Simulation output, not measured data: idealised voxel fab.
Process module, titled voxel capacitor over wiring
155 nm wide, 5 nm square cells: that's cross-section cut.
Just so we're on the same page, the cross-sections are grids of square cells, and they're listed out in bands top to bottom, each band one or more rows deep.
Quick guide to a band line: top height, bottom height (nm) up front; then every material left to right with its width in nm. Only one material and it's marked "everywhere"? Then it fills the band edge to edge. And "air" just means empty space.
Ref level 0: as-received wafer is one material below here. Bottom band extends down with no lower bound ("0..down").
A two-number width, for instance "30..40", indicates that the width is equal to the first number in the top row of the band and to the second number in the bottom row, and that it changes by a constant amount per row of cells.
"no modification" after a step means that no cell of the cross-section changed.
Under "Sealed cavities" you'll find the enclosed gaps, the ones with no way out to the top, that are 8 cells or bigger; each reads width x height at distance, with distance counted from the left edge, everything in nm.
Anything after a step's settings on that line? It's the simulator's own note about the step.
If you see "overlay nm" on a step's line and that step has a mask, it's telling you how far right of where it was planned the mask ended up; a negative number means it went left instead.

This section lists the process steps that were planned
- 1: RECEIVE (material Si)
- 2: CONFORMAL_DEP (material SiO2; thk nm 15)
- 3: DIRECTIONAL_DEP (material TiN; thk nm 5)
- 4: DIRECTIONAL_DEP (material W; thk nm 15)
- 5: DIRECTIONAL_DEP (material aC; thk nm 10)
- 6: PATTERN (tone cover; mask id METAL_1; material resist; width nm 20; pitch nm 75; thk nm 25; overlay nm 0)
- 7: DIRECTIONAL_ETCH (etch materials aC; depth nm 10)
- 8: STRIP (etch materials resist)
- 9: DIRECTIONAL_ETCH (etch materials W; depth nm 15)
- 10: DIRECTIONAL_ETCH (etch materials TiN; depth nm 5)
- 11: STRIP (etch materials aC)
- 12: FILL_DEP (material SiO2; thk nm 10)
- 13: CMP (height nm 35)
- 14: CONFORMAL_DEP (material SiCN; thk nm 5)
- 15: DIRECTIONAL_DEP (material lowk; thk nm 20)
- 16: PATTERN (tone open; mask id PLUG_1; material resist; width nm 15; thk nm 15; overlay nm 0)
- 17: DIRECTIONAL_ETCH (etch materials lowk; depth nm 20)
- 18: DIRECTIONAL_ETCH (etch materials SiCN; depth nm 5)
- 19: STRIP (etch materials resist)
- 20: EPI (material Ru; thk nm 10)
- 21: EPI (material Ru; thk nm 10)
- 22: EPI (material Ru; thk nm 5)
- 23: DIRECTIONAL_DEP (material TiN; thk nm 10)
- 24: DIRECTIONAL_DEP (material SiN; thk nm 5)
- 25: DIRECTIONAL_DEP (material TiN; thk nm 10)
- 26: MASKED_ETCH (tone cover; mask id UPPER_PLATE; width nm 60; etch materials TiN; depth nm 10; overlay nm 0)
- 27: MASKED_ETCH (tone cover; mask id UPPER_PLATE; width nm 60; etch materials SiN; depth nm 5; overlay nm 0)
- 28: MASKED_ETCH (tone cover; mask id LOWER_PLATE; width nm 70; etch materials TiN; depth nm 10; overlay nm 0)
- 29: FILL_DEP (material SiO2; thk nm 15)
- 30: CMP (height nm 95)
- 31: MASKED_ETCH (tone open; mask id PLUG_2; width nm 15; etch materials SiO2; depth nm 10; overlay nm 0)
- 32: CONFORMAL_DEP (material TiN; thk nm 5)
- 33: FILL_DEP (material Ru; thk nm 5)
- 34: CMP (height nm 95)
- 35: CONFORMAL_DEP (material SiN; thk nm 5)

Wafer at receipt (post step 1), cross-section
- 0..down | Si everywhere
- Sealed cavities: none

The first of two wafers, cross-sectioned at the end of the module, with the run proceeding as planned
- 100..95 | SiN everywhere
- 95..90 | 45 of SiO2, 5 of TiN, 5 of Ru, 5 of TiN, 95 of SiO2
- 90..85 | 45 of SiO2, 15 of TiN, 95 of SiO2
- 85..75 | 35 of SiO2, 60 of TiN, 60 of SiO2
- 75..70 | 35 of SiO2, 60 of SiN, 60 of SiO2
- 70..60 | 30 of SiO2, 70 of TiN, 55 of SiO2
- 60..40 | 35 of lowk, 15 of Ru, 105 of lowk
- 40..35 | 35 of SiCN, 15 of Ru, 105 of SiCN
- 35..20 | 30 of SiO2, 20 of W, 55 of SiO2, 20 of W, 30 of SiO2
- 20..15 | 30 of SiO2, 20 of TiN, 55 of SiO2, 20 of TiN, 30 of SiO2
- 15..0 | SiO2 everywhere
- 0..down | Si everywhere
- Sealed cavities: none

Second wafer of the two, sectioned at the end of the module. It began like the first and followed the same plan, but one mistake was made while running it
- 100..95 | SiN everywhere
- 95..90 | 45 of SiO2, 15 of TiN, 95 of SiO2
- 90..85 | 35 of SiO2, 5 of TiN, 5 of SiO2, 50 of TiN, 60 of SiO2
- 85..80 | 35 of SiO2, 60 of TiN, 60 of SiO2
- 80..75 | 35 of SiO2, 5 of SiN, 5 of TiN, 50 of SiN, 60 of SiO2
- 75..70 | 40 of Ru, 5 of SiN, 110 of Ru
- 70..65 | 35 of TiN, 15 of Ru, 105 of TiN
- 65..60 | TiN everywhere
- 60..55 | 35 of lowk, 15 of TiN, 105 of lowk
- 55..40 | 35 of lowk, 15 of Ru, 105 of lowk
- 40..35 | 35 of SiCN, 15 of Ru, 105 of SiCN
- 35..20 | 30 of SiO2, 20 of W, 55 of SiO2, 20 of W, 30 of SiO2
- 20..15 | 30 of SiO2, 20 of TiN, 55 of SiO2, 20 of TiN, 30 of SiO2
- 15..0 | SiO2 everywhere
- 0..down | Si everywhere
- Sealed cavities: none
Diagnosis: the processing plan was not followed for steps 22 and 23, which were run with their positions exchanged
Heads up, by the end the second wafer has more or fewer cells of some materials compared to the first: +29 Ru | -61 SiO2 | +32 TiN
